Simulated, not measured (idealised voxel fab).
Name of the process module below: voxel quadruple lines
Square cell edge 5 nm, section width 180 nm, ID cut.
In this document a cross-section is written as a grid of square cells. It is given as a series of bands, listed from the top down, and a band is one or more rows of cells.
Band: top height; bottom height; in nm. Then, left to right: material with width in nm, for each material. "edge to edge": a single material spanning edge to edge. "air": empty space.
Note: height 0 marks the level under which the wafer is uniformly one material as received. Lowest band unbounded below, written "0 down".
The expression "30 to 40" gives the width at the extremes of the band, the first number at its top row of cells and the second at its bottom row, with the width changing by equal amounts from each row to the next in between.
"same as before" after a step means that no cell of the cross-section changed.
"Sealed cavities" lists enclosed empty spaces (at least 8 cells, no open path upward to the top), each as width x height at distance from the left edge, in nm.
Anything after a step's settings on that line? It's the simulator's own note about the step.
overlay nm: for a step with a mask, the amount by which the mask lay right of where it was planned; a negative amount means left of it.

# plan
1 RECEIVE: material Si
2 CONFORMAL_DEP: material Al2O3, thk nm 5
3 DIRECTIONAL_DEP: material TiN, thk nm 10
4 DIRECTIONAL_DEP: material polySi, thk nm 15
5 DIRECTIONAL_DEP: material aC, thk nm 25
6 PATTERN: tone cover, mask id MANDREL, material resist, width nm 25, thk nm 35, overlay nm 0
7 DIRECTIONAL_ETCH: etch materials aC, depth nm 25
8 STRIP: etch materials resist
9 CONFORMAL_DEP: material SiO2, thk nm 15
10 DIRECTIONAL_ETCH: etch materials SiO2, depth nm 15
11 STRIP: etch materials aC
12 DIRECTIONAL_ETCH: etch materials polySi, depth nm 15
13 STRIP: etch materials SiO2
14 CONFORMAL_DEP: material SiCN, thk nm 5
15 DIRECTIONAL_ETCH: etch materials SiCN, depth nm 5
16 STRIP: etch materials polySi
17 DIRECTIONAL_ETCH: etch materials TiN, depth nm 10
18 STRIP: etch materials SiCN

# Incoming wafer, cross-sectional view, post step 1
* 0 down = Si edge to edge
* Sealed cavities: none

# As-planned run: cross-section of the first of two wafers at end of module
* 15 to 5 = air 55  TiN 5  air 15  TiN 5  air 15  TiN 5  air 15  TiN 5  air 60
* 5 to 0 = Al2O3 edge to edge
* 0 down = Si edge to edge
* Sealed cavities: none

# second wafer at the end: like start, like plan, one mistake
* 15 to 5 = air 65  TiN 5  air 5  TiN 5  air 15  TiN 5  air 5  TiN 5  air 70
* 5 to 0 = Al2O3 edge to edge
* 0 down = Si edge to edge
* Sealed cavities: none
Which mistake was made when the wafer was run? step 9 ran with different settings than intended, the actual operation and settings being CONFORMAL_DEP: material SiO2, thk nm 5
At the end, the second wafer has the same number of cells of each material as the first, but those cells sit in other places.
